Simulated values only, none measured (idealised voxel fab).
process module | voxel capacitor over wiring
cross-section cut | 210 nm wide | cells 5 nm
A cross-section is a grid of square cells, given in bands from the top down. A band is one or more rows of cells.
Each band's line starts with the height of the band's top and of its bottom, in nm. Then come its materials from left to right, each with its width in nm. One material with "throughout" fills the band from edge to edge. "air" is empty space.
Height 0 is the level under which the wafer as received is all one material. The lowest band goes on downwards, as in "0 down".
A width such as "30 to 40" changes by the same amount from each row of cells to the next, from the band's top row to its bottom row.
"no change" after a step means that no cell of the cross-section changed.
closed voids: empty space of 8 cells or more with no open way to the top, each as width x height at its distance from the left edge, in nm
after a step's settings: what the simulator itself notes on the step
overlay nm, on a step with a mask: how far to the right of its planned place the mask lay; to the left if negative
plan
1 op RECEIVE | material Si
2 op CONFORMAL_DEP | material SiO2 | thk nm 15
3 op CONFORMAL_DEP | material SiN | thk nm 5
4 op DIRECTIONAL_DEP | material lowk | thk nm 15
5 op PATTERN | tone open | mask id METAL_1 | material resist | width nm 20 | pitch nm 75 | thk nm 20 | overlay nm 0
6 op DIRECTIONAL_ETCH | etch materials lowk | depth nm 15
7 op DIRECTIONAL_ETCH | etch materials SiN | depth nm 5
8 op STRIP | etch materials resist
9 op CONFORMAL_DEP | material TiN | thk nm 5
10 op FILL_DEP | material Ru | thk nm 10
11 op CMP | height nm 35
12 op EPI | material Ru | thk nm 5
13 op FILL_DEP | material SiCN | thk nm 5
14 op DIRECTIONAL_DEP | material lowk | thk nm 10
15 op MASKED_ETCH | tone open | mask id PLUG_1 | width nm 15 | etch materials lowk | depth nm 10 | overlay nm 0
16 op MASKED_ETCH | tone open | mask id PLUG_1 | width nm 15 | etch materials SiCN | depth nm 5 | overlay nm 0
17 op EPI | material Ru | thk nm 10
18 op EPI | material Ru | thk nm 5
19 op DIRECTIONAL_DEP | material TiN | thk nm 5
20 op DIRECTIONAL_DEP | material Al2O3 | thk nm 5
21 op DIRECTIONAL_DEP | material TiN | thk nm 5
22 op DIRECTIONAL_DEP | material aC | thk nm 15
23 op PATTERN | tone cover | mask id UPPER_PLATE | material resist | width nm 60 | thk nm 35 | overlay nm 0
24 op DIRECTIONAL_ETCH | etch materials aC | depth nm 15
25 op STRIP | etch materials resist
26 op DIRECTIONAL_ETCH | etch materials TiN | depth nm 5
27 op DIRECTIONAL_ETCH | etch materials Al2O3 | depth nm 5
28 op STRIP | etch materials aC
29 op MASKED_ETCH | tone cover | mask id LOWER_PLATE | width nm 70 | etch materials TiN | depth nm 5 | overlay nm 0
30 op FILL_DEP | material SiO2 | thk nm 20
31 op CMP | height nm 85
32 op PATTERN | tone open | mask id PLUG_2 | material resist | width nm 15 | thk nm 20 | overlay nm 0
33 op DIRECTIONAL_ETCH | etch materials SiO2 | depth nm 15
34 op STRIP | etch materials resist
35 op CONFORMAL_DEP | material TiN | thk nm 5
36 op FILL_DEP | material Cu | thk nm 10
37 op CMP | height nm 85
38 op CONFORMAL_DEP | material SiCN | thk nm 5
first wafer, as planned
as received, after step 1
  0 down: Si throughout
  closed voids: none
after step 2
  15 to 0: SiO2 throughout
  below 0: unchanged
after step 3
  20 to 15: SiN throughout
  below 15: unchanged
after step 4
  35 to 20: lowk throughout
  below 20: unchanged
after step 5
  55 to 35: resist 55 | air 20 | resist 55 | air 20 | resist 60
  below 35: unchanged
after step 6
  55 to 35: resist 55 | air 20 | resist 55 | air 20 | resist 60
  35 to 20: lowk 55 | air 20 | lowk 55 | air 20 | lowk 60
  below 20: unchanged
after step 7
  55 to 35: resist 55 | air 20 | resist 55 | air 20 | resist 60
  35 to 20: lowk 55 | air 20 | lowk 55 | air 20 | lowk 60
  20 to 15: SiN 55 | air 20 | SiN 55 | air 20 | SiN 60
  below 15: unchanged
after step 8
  35 to 20: lowk 55 | air 20 | lowk 55 | air 20 | lowk 60
  below 20: unchanged
after step 9
  40 to 35: TiN 60 | air 10 | TiN 65 | air 10 | TiN 65
  35 to 20: lowk 55 | TiN 5 | air 10 | TiN 5 | lowk 55 | TiN 5 | air 10 | TiN 5 | lowk 60
  20 to 15: SiN 55 | TiN 20 | SiN 55 | TiN 20 | SiN 60
  below 15: unchanged
after step 10
  50 to 40: Ru throughout
  40 to 35: TiN 60 | Ru 10 | TiN 65 | Ru 10 | TiN 65
  35 to 20: lowk 55 | TiN 5 | Ru 10 | TiN 5 | lowk 55 | TiN 5 | Ru 10 | TiN 5 | lowk 60
  below 20: unchanged
after step 11
  35 to 20: lowk 55 | TiN 5 | Ru 10 | TiN 5 | lowk 55 | TiN 5 | Ru 10 | TiN 5 | lowk 60
  below 20: unchanged
after step 12
  40 to 35: air 50 | Ru 30 | air 45 | Ru 30 | air 55
  below 35: unchanged
after step 13
  45 to 40: SiCN throughout
  40 to 35: SiCN 50 | Ru 30 | SiCN 45 | Ru 30 | SiCN 55
  below 35: unchanged
after step 14
  55 to 45: lowk throughout
  below 45: unchanged
after step 15
  55 to 45: lowk 60 | air 15 | lowk 135
  below 45: unchanged
after step 16
  55 to 45: lowk 60 | air 15 | lowk 135
  45 to 40: SiCN 60 | air 15 | SiCN 135
  below 40: unchanged
after step 17
  55 to 50: lowk 60 | air 15 | lowk 135
  50 to 45: lowk 60 | Ru 15 | lowk 135
  45 to 40: SiCN 60 | Ru 15 | SiCN 135
  below 40: unchanged
after step 18
  55 to 45: lowk 60 | Ru 15 | lowk 135
  below 45: unchanged
after step 19
  60 to 55: TiN throughout
  below 55: unchanged
after step 20
  65 to 60: Al2O3 throughout
  below 60: unchanged
after step 21
  70 to 65: TiN throughout
  below 65: unchanged
after step 22
  85 to 70: aC throughout
  below 70: unchanged
after step 23
  120 to 85: air 60 | resist 60 | air 90
  below 85: unchanged
after step 24
  105 to 85: air 60 | resist 60 | air 90
  85 to 70: air 60 | aC 60 | air 90
  below 70: unchanged
after step 25
  85 to 70: air 60 | aC 60 | air 90
  below 70: unchanged
after step 26
  85 to 70: air 60 | aC 60 | air 90
  70 to 65: air 60 | TiN 60 | air 90
  below 65: unchanged
after step 27
  85 to 70: air 60 | aC 60 | air 90
  70 to 65: air 60 | TiN 60 | air 90
  65 to 60: air 60 | Al2O3 60 | air 90
  below 60: unchanged
after step 28
  70 to 65: air 60 | TiN 60 | air 90
  below 65: unchanged
after step 29
  70 to 65: air 60 | TiN 60 | air 90
  65 to 60: air 60 | Al2O3 60 | air 90
  60 to 55: air 55 | TiN 70 | air 85
  below 55: unchanged
after step 30
  90 to 70: SiO2 throughout
  70 to 65: SiO2 60 | TiN 60 | SiO2 90
  65 to 60: SiO2 60 | Al2O3 60 | SiO2 90
  60 to 55: SiO2 55 | TiN 70 | SiO2 85
  below 55: unchanged
after step 31
  85 to 70: SiO2 throughout
  below 70: unchanged
after step 32
  105 to 85: resist 70 | air 15 | resist 125
  below 85: unchanged
after step 33
  105 to 85: resist 70 | air 15 | resist 125
  85 to 70: SiO2 70 | air 15 | SiO2 125
  below 70: unchanged
after step 34
  85 to 70: SiO2 70 | air 15 | SiO2 125
  below 70: unchanged
after step 35
  90 to 85: TiN 75 | air 5 | TiN 130
  85 to 75: SiO2 70 | TiN 5 | air 5 | TiN 5 | SiO2 125
  75 to 65: SiO2 70 to 60 | TiN 15 to 60 | SiO2 125 to 90
  below 65: unchanged
after step 36
  100 to 90: Cu throughout
  90 to 85: TiN 75 | Cu 5 | TiN 130
  85 to 75: SiO2 70 | TiN 5 | Cu 5 | TiN 5 | SiO2 125
  below 75: unchanged
after step 37
  85 to 75: SiO2 70 | TiN 5 | Cu 5 | TiN 5 | SiO2 125
  below 75: unchanged
after step 38
  90 to 85: SiCN throughout
  below 85: unchanged
second wafer: like start, like plan, one mistake. Through step 1 it matches the first wafer
when step 2 should have ended
  30 to 0: SiO2 throughout
  below 0: unchanged
when step 3 should have ended
  35 to 30: SiN throughout
  below 30: unchanged
when step 4 should have ended
  50 to 35: lowk throughout
  below 35: unchanged
when step 5 should have ended
  70 to 50: resist 55 | air 20 | resist 55 | air 20 | resist 60
  below 50: unchanged
when step 6 should have ended
  70 to 50: resist 55 | air 20 | resist 55 | air 20 | resist 60
  50 to 35: lowk 55 | air 20 | lowk 55 | air 20 | lowk 60
  below 35: unchanged
when step 7 should have ended
  70 to 50: resist 55 | air 20 | resist 55 | air 20 | resist 60
  50 to 35: lowk 55 | air 20 | lowk 55 | air 20 | lowk 60
  35 to 30: SiN 55 | air 20 | SiN 55 | air 20 | SiN 60
  below 30: unchanged
when step 8 should have ended
  50 to 35: lowk 55 | air 20 | lowk 55 | air 20 | lowk 60
  below 35: unchanged
when step 9 should have ended
  55 to 50: TiN 60 | air 10 | TiN 65 | air 10 | TiN 65
  50 to 35: lowk 55 | TiN 5 | air 10 | TiN 5 | lowk 55 | TiN 5 | air 10 | TiN 5 | lowk 60
  35 to 30: SiN 55 | TiN 20 | SiN 55 | TiN 20 | SiN 60
  below 30: unchanged
when step 10 should have ended
  65 to 55: Ru throughout
  55 to 50: TiN 60 | Ru 10 | TiN 65 | Ru 10 | TiN 65
  50 to 35: lowk 55 | TiN 5 | Ru 10 | TiN 5 | lowk 55 | TiN 5 | Ru 10 | TiN 5 | lowk 60
  below 35: unchanged
when step 11 should have ended
  35 to 30: SiN 55 | TiN 20 | SiN 55 | TiN 20 | SiN 60
  below 30: unchanged
when step 12 should have ended
  40 to 35: air 50 | Ru 30 | air 45 | Ru 30 | air 55
  below 35: unchanged
when step 13 should have ended
  45 to 40: SiCN throughout
  40 to 35: SiCN 50 | Ru 30 | SiCN 45 | Ru 30 | SiCN 55
  below 35: unchanged
when step 14 should have ended
  55 to 45: lowk throughout
  below 45: unchanged
when step 15 should have ended
  55 to 45: lowk 60 | air 15 | lowk 135
  below 45: unchanged
when step 16 should have ended
  55 to 45: lowk 60 | air 15 | lowk 135
  45 to 40: SiCN 60 | air 15 | SiCN 135
  below 40: unchanged
when step 17 should have ended
  55 to 50: lowk 60 | air 15 | lowk 135
  50 to 45: lowk 60 | Ru 15 | lowk 135
  45 to 40: SiCN 60 | Ru 15 | SiCN 135
  below 40: unchanged
when step 18 should have ended
  55 to 45: lowk 60 | Ru 15 | lowk 135
  below 45: unchanged
when step 19 should have ended
  60 to 55: TiN throughout
  below 55: unchanged
when step 20 should have ended
  65 to 60: Al2O3 throughout
  below 60: unchanged
when step 21 should have ended
  70 to 65: TiN throughout
  below 65: unchanged
when step 22 should have ended
  85 to 70: aC throughout
  below 70: unchanged
when step 23 should have ended
  120 to 85: air 60 | resist 60 | air 90
  below 85: unchanged
when step 24 should have ended
  105 to 85: air 60 | resist 60 | air 90
  85 to 70: air 60 | aC 60 | air 90
  below 70: unchanged
when step 25 should have ended
  85 to 70: air 60 | aC 60 | air 90
  below 70: unchanged
when step 26 should have ended
  85 to 70: air 60 | aC 60 | air 90
  70 to 65: air 60 | TiN 60 | air 90
  below 65: unchanged
when step 27 should have ended
  85 to 70: air 60 | aC 60 | air 90
  70 to 65: air 60 | TiN 60 | air 90
  65 to 60: air 60 | Al2O3 60 | air 90
  below 60: unchanged
when step 28 should have ended
  70 to 65: air 60 | TiN 60 | air 90
  below 65: unchanged
when step 29 should have ended
  70 to 65: air 60 | TiN 60 | air 90
  65 to 60: air 60 | Al2O3 60 | air 90
  60 to 55: air 55 | TiN 70 | air 85
  below 55: unchanged
when step 30 should have ended
  90 to 70: SiO2 throughout
  70 to 65: SiO2 60 | TiN 60 | SiO2 90
  65 to 60: SiO2 60 | Al2O3 60 | SiO2 90
  60 to 55: SiO2 55 | TiN 70 | SiO2 85
  below 55: unchanged
when step 31 should have ended
  85 to 70: SiO2 throughout
  below 70: unchanged
when step 32 should have ended
  105 to 85: resist 70 | air 15 | resist 125
  below 85: unchanged
when step 33 should have ended
  105 to 85: resist 70 | air 15 | resist 125
  85 to 70: SiO2 70 | air 15 | SiO2 125
  below 70: unchanged
when step 34 should have ended
  85 to 70: SiO2 70 | air 15 | SiO2 125
  below 70: unchanged
when step 35 should have ended
  90 to 85: TiN 75 | air 5 | TiN 130
  85 to 75: SiO2 70 | TiN 5 | air 5 | TiN 5 | SiO2 125
  75 to 65: SiO2 70 to 60 | TiN 15 to 60 | SiO2 125 to 90
  below 65: unchanged
when step 36 should have ended
  100 to 90: Cu throughout
  90 to 85: TiN 75 | Cu 5 | TiN 130
  85 to 75: SiO2 70 | TiN 5 | Cu 5 | TiN 5 | SiO2 125
  below 75: unchanged
when step 37 should have ended
  85 to 75: SiO2 70 | TiN 5 | Cu 5 | TiN 5 | SiO2 125
  below 75: unchanged
when step 38 should have ended
  90 to 85: SiCN throughout
  below 85: unchanged
what went wrong: step 2 was run twice
at the end the second wafer has, in cells: 12 fewer of Ru | 126 more of SiO2 | 12 fewer of TiN | 102 fewer of lowk
